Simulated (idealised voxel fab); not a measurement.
Title: Process Module voxel air gaps
Cross-section cut spans 175 nm and uses square cells 5 nm in size.
In this document a cross-section is written as a grid of square cells. It is given as a series of bands, listed from the top down, and a band is one or more rows of cells. Basically the band line says how high the top is and how high the bottom is, in nm, and then what's in it from left to right, every material with its width in nm. Empty space shows up as "blank", and if a single material carries "full width" it runs the full band edge to edge. Note: height 0 marks the level under which the wafer is uniformly one material as received. Lowest band unbounded below, written "0 -> down". Quick explanation for "30..40": the width changes in equal steps down the rows of cells, from the first number in the band's top row to the second number in its bottom row. No cell of the cross-section changed in a step that is given as "nothing different". You'll see "Closed-off voids" listing empty spaces that have no way open to the top, as long as they're 8 cells or more; the notation is width x height at distance, where the distance is from the left edge, and all of it is in nm. Anything after a step's settings on that line? It's the simulator's own note about the step. When a step includes a mask, the "overlay nm" setting on its line states how far to the right of its planned place that mask lay, and negative values state how far to the left.

**This section lists the process steps that were planned**
| 1 | op RECEIVE | material Si |
| 2 | op CONFORMAL_DEP | material SiO2 | thk nm 10 |
| 3 | op CONFORMAL_DEP | material SiCN | thk nm 5 |
| 4 | op DIRECTIONAL_DEP | material lowk | thk nm 40 |
| 5 | op DIRECTIONAL_DEP | material aC | thk nm 15 |
| 6 | op PATTERN | tone open | mask id LINES | material resist | width nm 15 | pitch nm 40 | thk nm 30 | overlay nm 0 |
| 7 | op DIRECTIONAL_ETCH | etch materials aC | depth nm 15 |
| 8 | op STRIP | etch materials resist |
| 9 | op DIRECTIONAL_ETCH | etch materials lowk | depth nm 40 |
| 10 | op STRIP | etch materials aC |
| 11 | op CONFORMAL_DEP | material TiN | thk nm 5 |
| 12 | op FILL_DEP | material W | thk nm 5 |
| 13 | op CMP | height nm 55 |
| 14 | op EPI | material Ru | thk nm 10 |
| 15 | op SELECTIVE_ETCH | etch materials lowk | depth nm 50 |
| 16 | op CONFORMAL_DEP | material SiCN | thk nm 5 |

**What follows covers the first of two wafers; it ran as planned**

**Received-state cross-section, reflecting completion of step 1**
* 0 -> down = Si full width
* Closed-off voids: none

**Upon completion of step 2, the wafer appears in cross-section as shown**
* 10 -> 0 = SiO2 full width
* Everything below 0 is unchanged.

**Upon completion of step 3, the wafer appears in cross-section as shown**
* 15 -> 10 = SiCN full width
* Everything below 10 is unchanged.

**Upon completion of step 4, the wafer appears in cross-section as shown**
* 55 -> 15 = lowk full width
* Everything below 15 is unchanged.

**Upon completion of step 5, the wafer appears in cross-section as shown**
* 70 -> 55 = aC full width
* Everything below 55 is unchanged.

**Upon completion of step 6, the wafer appears in cross-section as shown**
* 100 -> 70 = resist: 20 | blank: 15 | resist: 25 | blank: 15 | resist: 25 | blank: 15 | resist: 25 | blank: 15 | resist: 20
* Everything below 70 is unchanged.

**Upon completion of step 7, the wafer appears in cross-section as shown**
* 85 -> 70 = resist: 20 | blank: 15 | resist: 25 | blank: 15 | resist: 25 | blank: 15 | resist: 25 | blank: 15 | resist: 20
* 70 -> 55 = aC: 20 | blank: 15 | aC: 25 | blank: 15 | aC: 25 | blank: 15 | aC: 25 | blank: 15 | aC: 20
* Everything below 55 is unchanged.

**Upon completion of step 8, the wafer appears in cross-section as shown**
* 70 -> 55 = aC: 20 | blank: 15 | aC: 25 | blank: 15 | aC: 25 | blank: 15 | aC: 25 | blank: 15 | aC: 20
* Everything below 55 is unchanged.

**Upon completion of step 9, the wafer appears in cross-section as shown**
* 70 -> 55 = aC: 20 | blank: 15 | aC: 25 | blank: 15 | aC: 25 | blank: 15 | aC: 25 | blank: 15 | aC: 20
* 55 -> 15 = lowk: 20 | blank: 15 | lowk: 25 | blank: 15 | lowk: 25 | blank: 15 | lowk: 25 | blank: 15 | lowk: 20
* Everything below 15 is unchanged.

**Upon completion of step 10, the wafer appears in cross-section as shown**
* 55 -> 15 = lowk: 20 | blank: 15 | lowk: 25 | blank: 15 | lowk: 25 | blank: 15 | lowk: 25 | blank: 15 | lowk: 20
* Everything below 15 is unchanged.

**Upon completion of step 11, the wafer appears in cross-section as shown**
* 60 -> 55 = TiN: 25 | blank: 5 | TiN: 35 | blank: 5 | TiN: 35 | blank: 5 | TiN: 35 | blank: 5 | TiN: 25
* 55 -> 20 = lowk: 20 | TiN: 5 | blank: 5 | TiN: 5 | lowk: 25 | TiN: 5 | blank: 5 | TiN: 5 | lowk: 25 | TiN: 5 | blank: 5 | TiN: 5 | lowk: 25 | TiN: 5 | blank: 5 | TiN: 5 | lowk: 20
* 20 -> 15 = lowk: 20 | TiN: 15 | lowk: 25 | TiN: 15 | lowk: 25 | TiN: 15 | lowk: 25 | TiN: 15 | lowk: 20
* Everything below 15 is unchanged.

**Upon completion of step 12, the wafer appears in cross-section as shown**
* 65 -> 60 = W full width
* 60 -> 55 = TiN: 25 | W: 5 | TiN: 35 | W: 5 | TiN: 35 | W: 5 | TiN: 35 | W: 5 | TiN: 25
* 55 -> 20 = lowk: 20 | TiN: 5 | W: 5 | TiN: 5 | lowk: 25 | TiN: 5 | W: 5 | TiN: 5 | lowk: 25 | TiN: 5 | W: 5 | TiN: 5 | lowk: 25 | TiN: 5 | W: 5 | TiN: 5 | lowk: 20
* Everything below 20 is unchanged.

**Upon completion of step 13, the wafer appears in cross-section as shown**
* 55 -> 20 = lowk: 20 | TiN: 5 | W: 5 | TiN: 5 | lowk: 25 | TiN: 5 | W: 5 | TiN: 5 | lowk: 25 | TiN: 5 | W: 5 | TiN: 5 | lowk: 25 | TiN: 5 | W: 5 | TiN: 5 | lowk: 20
* Everything below 20 is unchanged.

**Upon completion of step 14, the wafer appears in cross-section as shown**
* 65 -> 55 = blank: 10 | Ru: 35 | blank: 5 | Ru: 35 | blank: 5 | Ru: 35 | blank: 5 | Ru: 35 | blank: 10
* Everything below 55 is unchanged.

**Upon completion of step 15, the wafer appears in cross-section as shown**
* 65 -> 55 = blank: 10 | Ru: 35 | blank: 5 | Ru: 35 | blank: 5 | Ru: 35 | blank: 5 | Ru: 35 | blank: 10
* 55 -> 20 = blank: 20 | TiN: 5 | W: 5 | TiN: 5 | blank: 25 | TiN: 5 | W: 5 | TiN: 5 | blank: 25 | TiN: 5 | W: 5 | TiN: 5 | blank: 25 | TiN: 5 | W: 5 | TiN: 5 | blank: 20
* 20 -> 15 = blank: 20 | TiN: 15 | blank: 25 | TiN: 15 | blank: 25 | TiN: 15 | blank: 25 | TiN: 15 | blank: 20
* Everything below 15 is unchanged.

**Upon completion of step 16, the wafer appears in cross-section as shown**
* 70 -> 65 = blank: 5 | SiCN: 165 | blank: 5
* 65 -> 55 = blank: 5 | SiCN: 5 | Ru: 35 | SiCN: 5 | Ru: 35 | SiCN: 5 | Ru: 35 | SiCN: 5 | Ru: 35 | SiCN: 5 | blank: 5
* 55 -> 50 = blank: 5 | SiCN: 15 | TiN: 5 | W: 5 | TiN: 5 | SiCN: 25 | TiN: 5 | W: 5 | TiN: 5 | SiCN: 25 | TiN: 5 | W: 5 | TiN: 5 | SiCN: 25 | TiN: 5 | W: 5 | TiN: 5 | SiCN: 15 | blank: 5
* 50 -> 20 = blank: 15 | SiCN: 5 | TiN: 5 | W: 5 | TiN: 5 | SiCN: 5 | blank: 15 | SiCN: 5 | TiN: 5 | W: 5 | TiN: 5 | SiCN: 5 | blank: 15 | SiCN: 5 | TiN: 5 | W: 5 | TiN: 5 | SiCN: 5 | blank: 15 | SiCN: 5 | TiN: 5 | W: 5 | TiN: 5 | SiCN: 5 | blank: 15
* 20 -> 15 = SiCN: 20 | TiN: 15 | SiCN: 25 | TiN: 15 | SiCN: 25 | TiN: 15 | SiCN: 25 | TiN: 15 | SiCN: 20
* Everything below 15 is unchanged.
* Closed-off voids: 15 x 30 at 40; 15 x 30 at 80; 15 x 30 at 120

**Companion wafer, the second of two: same beginning, same intended sequence, one mistake in carrying it out; through step 2 inclusive it tracks the first exactly**

**Cross-section, second wafer, at the end time the plan gives for step 3**
* 25 -> 10 = SiCN full width
* Everything below 10 is unchanged.

**Cross-section, second wafer, at the end time the plan gives for step 4**
* 65 -> 25 = lowk full width
* Everything below 25 is unchanged.

**Cross-section, second wafer, at the end time the plan gives for step 5**
* 80 -> 65 = aC full width
* Everything below 65 is unchanged.

**Cross-section, second wafer, at the end time the plan gives for step 6**
* 110 -> 80 = resist: 20 | blank: 15 | resist: 25 | blank: 15 | resist: 25 | blank: 15 | resist: 25 | blank: 15 | resist: 20
* Everything below 80 is unchanged.

**Cross-section, second wafer, at the end time the plan gives for step 7**
* 95 -> 80 = resist: 20 | blank: 15 | resist: 25 | blank: 15 | resist: 25 | blank: 15 | resist: 25 | blank: 15 | resist: 20
* 80 -> 65 = aC: 20 | blank: 15 | aC: 25 | blank: 15 | aC: 25 | blank: 15 | aC: 25 | blank: 15 | aC: 20
* Everything below 65 is unchanged.

**Cross-section, second wafer, at the end time the plan gives for step 8**
* 80 -> 65 = aC: 20 | blank: 15 | aC: 25 | blank: 15 | aC: 25 | blank: 15 | aC: 25 | blank: 15 | aC: 20
* Everything below 65 is unchanged.

**Cross-section, second wafer, at the end time the plan gives for step 9**
* 80 -> 65 = aC: 20 | blank: 15 | aC: 25 | blank: 15 | aC: 25 | blank: 15 | aC: 25 | blank: 15 | aC: 20
* 65 -> 25 = lowk: 20 | blank: 15 | lowk: 25 | blank: 15 | lowk: 25 | blank: 15 | lowk: 25 | blank: 15 | lowk: 20
* Everything below 25 is unchanged.

**Cross-section, second wafer, at the end time the plan gives for step 10**
* 65 -> 25 = lowk: 20 | blank: 15 | lowk: 25 | blank: 15 | lowk: 25 | blank: 15 | lowk: 25 | blank: 15 | lowk: 20
* Everything below 25 is unchanged.

**Cross-section, second wafer, at the end time the plan gives for step 11**
* 70 -> 65 = TiN: 25 | blank: 5 | TiN: 35 | blank: 5 | TiN: 35 | blank: 5 | TiN: 35 | blank: 5 | TiN: 25
* 65 -> 30 = lowk: 20 | TiN: 5 | blank: 5 | TiN: 5 | lowk: 25 | TiN: 5 | blank: 5 | TiN: 5 | lowk: 25 | TiN: 5 | blank: 5 | TiN: 5 | lowk: 25 | TiN: 5 | blank: 5 | TiN: 5 | lowk: 20
* 30 -> 25 = lowk: 20 | TiN: 15 | lowk: 25 | TiN: 15 | lowk: 25 | TiN: 15 | lowk: 25 | TiN: 15 | lowk: 20
* Everything below 25 is unchanged.

**Cross-section, second wafer, at the end time the plan gives for step 12**
* 75 -> 70 = W full width
* 70 -> 65 = TiN: 25 | W: 5 | TiN: 35 | W: 5 | TiN: 35 | W: 5 | TiN: 35 | W: 5 | TiN: 25
* 65 -> 30 = lowk: 20 | TiN: 5 | W: 5 | TiN: 5 | lowk: 25 | TiN: 5 | W: 5 | TiN: 5 | lowk: 25 | TiN: 5 | W: 5 | TiN: 5 | lowk: 25 | TiN: 5 | W: 5 | TiN: 5 | lowk: 20
* Everything below 30 is unchanged.

**Cross-section, second wafer, at the end time the plan gives for step 13**
* 55 -> 30 = lowk: 20 | TiN: 5 | W: 5 | TiN: 5 | lowk: 25 | TiN: 5 | W: 5 | TiN: 5 | lowk: 25 | TiN: 5 | W: 5 | TiN: 5 | lowk: 25 | TiN: 5 | W: 5 | TiN: 5 | lowk: 20
* Everything below 30 is unchanged.

**Cross-section, second wafer, at the end time the plan gives for step 14**
* 65 -> 55 = blank: 10 | Ru: 35 | blank: 5 | Ru: 35 | blank: 5 | Ru: 35 | blank: 5 | Ru: 35 | blank: 10
* Everything below 55 is unchanged.

**Cross-section, second wafer, at the end time the plan gives for step 15**
* 65 -> 55 = blank: 10 | Ru: 35 | blank: 5 | Ru: 35 | blank: 5 | Ru: 35 | blank: 5 | Ru: 35 | blank: 10
* 55 -> 30 = blank: 20 | TiN: 5 | W: 5 | TiN: 5 | blank: 25 | TiN: 5 | W: 5 | TiN: 5 | blank: 25 | TiN: 5 | W: 5 | TiN: 5 | blank: 25 | TiN: 5 | W: 5 | TiN: 5 | blank: 20
* 30 -> 25 = blank: 20 | TiN: 15 | blank: 25 | TiN: 15 | blank: 25 | TiN: 15 | blank: 25 | TiN: 15 | blank: 20
* Everything below 25 is unchanged.

**Cross-section, second wafer, at the end time the plan gives for step 16**
* 70 -> 65 = blank: 5 | SiCN: 165 | blank: 5
* 65 -> 55 = blank: 5 | SiCN: 5 | Ru: 35 | SiCN: 5 | Ru: 35 | SiCN: 5 | Ru: 35 | SiCN: 5 | Ru: 35 | SiCN: 5 | blank: 5
* 55 -> 50 = blank: 5 | SiCN: 15 | TiN: 5 | W: 5 | TiN: 5 | SiCN: 25 | TiN: 5 | W: 5 | TiN: 5 | SiCN: 25 | TiN: 5 | W: 5 | TiN: 5 | SiCN: 25 | TiN: 5 | W: 5 | TiN: 5 | SiCN: 15 | blank: 5
* 50 -> 30 = blank: 15 | SiCN: 5 | TiN: 5 | W: 5 | TiN: 5 | SiCN: 5 | blank: 15 | SiCN: 5 | TiN: 5 | W: 5 | TiN: 5 | SiCN: 5 | blank: 15 | SiCN: 5 | TiN: 5 | W: 5 | TiN: 5 | SiCN: 5 | blank: 15 | SiCN: 5 | TiN: 5 | W: 5 | TiN: 5 | SiCN: 5 | blank: 15
* 30 -> 25 = SiCN: 20 | TiN: 15 | SiCN: 25 | TiN: 15 | SiCN: 25 | TiN: 15 | SiCN: 25 | TiN: 15 | SiCN: 20
* Everything below 25 is unchanged.
* Closed-off voids: 15 x 20 at 40; 15 x 20 at 80; 15 x 20 at 120
what went wrong: step 3 did not happen as planned, as run it was op CONFORMAL_DEP | material SiCN | thk nm 15
At the finish, the second wafer shows more or fewer cells for some materials than the first does: SiCN +54 | TiN -16 | W -8
